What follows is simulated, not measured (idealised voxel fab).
process module | voxel released beams
cross-section cut | 270 nm wide | cells 5 nm
A cross-section is a grid of square cells, given in bands from the top down. A band is one or more rows of cells.
Each band's line starts with the height of the band's top and of its bottom, in nm. Then come its materials from left to right, each with its width in nm. One material with "throughout" fills the band from edge to edge. "air" is empty space.
Height 0 is the level under which the wafer as received is all one material. The lowest band goes on downwards, as in "0 down".
A width such as "30 to 40" changes by the same amount from each row of cells to the next, from the band's top row to its bottom row.
"no change" after a step means that no cell of the cross-section changed.
closed voids: empty space of 8 cells or more with no open way to the top, each as width x height at its distance from the left edge, in nm
after a step's settings: what the simulator itself notes on the step
overlay nm, on a step with a mask: how far to the right of its planned place the mask lay; to the left if negative
plan
1 op RECEIVE | material Si
2 op CONFORMAL_DEP | material Al2O3 | thk nm 10
3 op DIRECTIONAL_DEP | material SiO2 | thk nm 10
4 op PATTERN | tone open | mask id ANCHOR | material resist | width nm 40 | thk nm 20 | overlay nm 0
5 op DIRECTIONAL_ETCH | etch materials SiO2 | depth nm 10
6 op STRIP | etch materials resist
7 op CONFORMAL_DEP | material SiN | thk nm 15
8 op DIRECTIONAL_DEP | material aC | thk nm 15
9 op PATTERN | tone cover | mask id BEAM | material resist | width nm 110 | thk nm 35 | overlay nm 0
10 op DIRECTIONAL_ETCH | etch materials aC | depth nm 15
11 op STRIP | etch materials resist
12 op DIRECTIONAL_ETCH | etch materials SiN | depth nm 15
13 op STRIP | etch materials aC
14 op STRIP | etch materials SiO2
first wafer, as planned
as received, after step 1
  0 down: Si throughout
  closed voids: none
after step 2
  10 to 0: Al2O3 throughout
  below 0: unchanged
after step 3
  20 to 10: SiO2 throughout
  below 10: unchanged
after step 4
  40 to 20: resist 80 | air 40 | resist 150
  below 20: unchanged
after step 5
  40 to 20: resist 80 | air 40 | resist 150
  20 to 10: SiO2 80 | air 40 | SiO2 150
  below 10: unchanged
after step 6
  20 to 10: SiO2 80 | air 40 | SiO2 150
  below 10: unchanged
after step 7
  35 to 25: SiN 95 | air 10 | SiN 165
  25 to 20: SiN throughout
  20 to 10: SiO2 80 | SiN 40 | SiO2 150
  below 10: unchanged
after step 8
  50 to 40: aC 95 | air 10 | aC 165
  40 to 35: aC throughout
  35 to 25: SiN 95 | aC 10 | SiN 165
  below 25: unchanged
after step 9
  85 to 50: air 75 | resist 110 | air 85
  50 to 40: aC 95 | resist 10 | aC 165
  below 40: unchanged
after step 10
  70 to 50: air 75 | resist 110 | air 85
  50 to 40: air 75 | aC 20 | resist 10 | aC 80 | air 85
  40 to 35: air 75 | aC 110 | air 85
  below 35: unchanged
after step 11
  50 to 40: air 75 | aC 20 | air 10 | aC 80 | air 85
  below 40: unchanged
after step 12
  50 to 40: air 75 | aC 20 | air 10 | aC 80 | air 85
  40 to 35: air 75 | aC 110 | air 85
  35 to 25: air 75 | SiN 20 | aC 10 | SiN 80 | air 85
  25 to 20: air 75 | SiN 110 | air 85
  below 20: unchanged
after step 13
  35 to 25: air 75 | SiN 20 | air 10 | SiN 80 | air 85
  below 25: unchanged
after step 14
  35 to 25: air 75 | SiN 20 | air 10 | SiN 80 | air 85
  25 to 20: air 75 | SiN 110 | air 85
  20 to 10: air 80 | SiN 40 | air 150
  below 10: unchanged
second wafer: like start, like plan, one mistake. Through step 3 it matches the first wafer
when step 4 should have ended
  40 to 20: resist 80 | air 45 | resist 145
  below 20: unchanged
when step 5 should have ended
  40 to 20: resist 80 | air 45 | resist 145
  20 to 10: SiO2 80 | air 45 | SiO2 145
  below 10: unchanged
when step 6 should have ended
  20 to 10: SiO2 80 | air 45 | SiO2 145
  below 10: unchanged
when step 7 should have ended
  35 to 25: SiN 95 | air 15 | SiN 160
  25 to 20: SiN throughout
  20 to 10: SiO2 80 | SiN 45 | SiO2 145
  below 10: unchanged
when step 8 should have ended
  50 to 40: aC 95 | air 15 | aC 160
  40 to 35: aC throughout
  35 to 25: SiN 95 | aC 15 | SiN 160
  below 25: unchanged
when step 9 should have ended
  85 to 50: air 75 | resist 110 | air 85
  50 to 40: aC 95 | resist 15 | aC 160
  below 40: unchanged
when step 10 should have ended
  70 to 50: air 75 | resist 110 | air 85
  50 to 40: air 75 | aC 20 | resist 15 | aC 75 | air 85
  40 to 35: air 75 | aC 110 | air 85
  below 35: unchanged
when step 11 should have ended
  50 to 40: air 75 | aC 20 | air 15 | aC 75 | air 85
  below 40: unchanged
when step 12 should have ended
  50 to 40: air 75 | aC 20 | air 15 | aC 75 | air 85
  40 to 35: air 75 | aC 110 | air 85
  35 to 25: air 75 | SiN 20 | aC 15 | SiN 75 | air 85
  25 to 20: air 75 | SiN 110 | air 85
  below 20: unchanged
when step 13 should have ended
  35 to 25: air 75 | SiN 20 | air 15 | SiN 75 | air 85
  below 25: unchanged
when step 14 should have ended
  35 to 25: air 75 | SiN 20 | air 15 | SiN 75 | air 85
  25 to 20: air 75 | SiN 110 | air 85
  20 to 10: air 80 | SiN 45 | air 145
  below 10: unchanged
what went wrong: step 4 ran as: op PATTERN | tone open | mask id ANCHOR | material resist | width nm 45 | thk nm 20 | overlay nm 0
at the end the second wafer has, in cells: as many of each material as the first, in other places
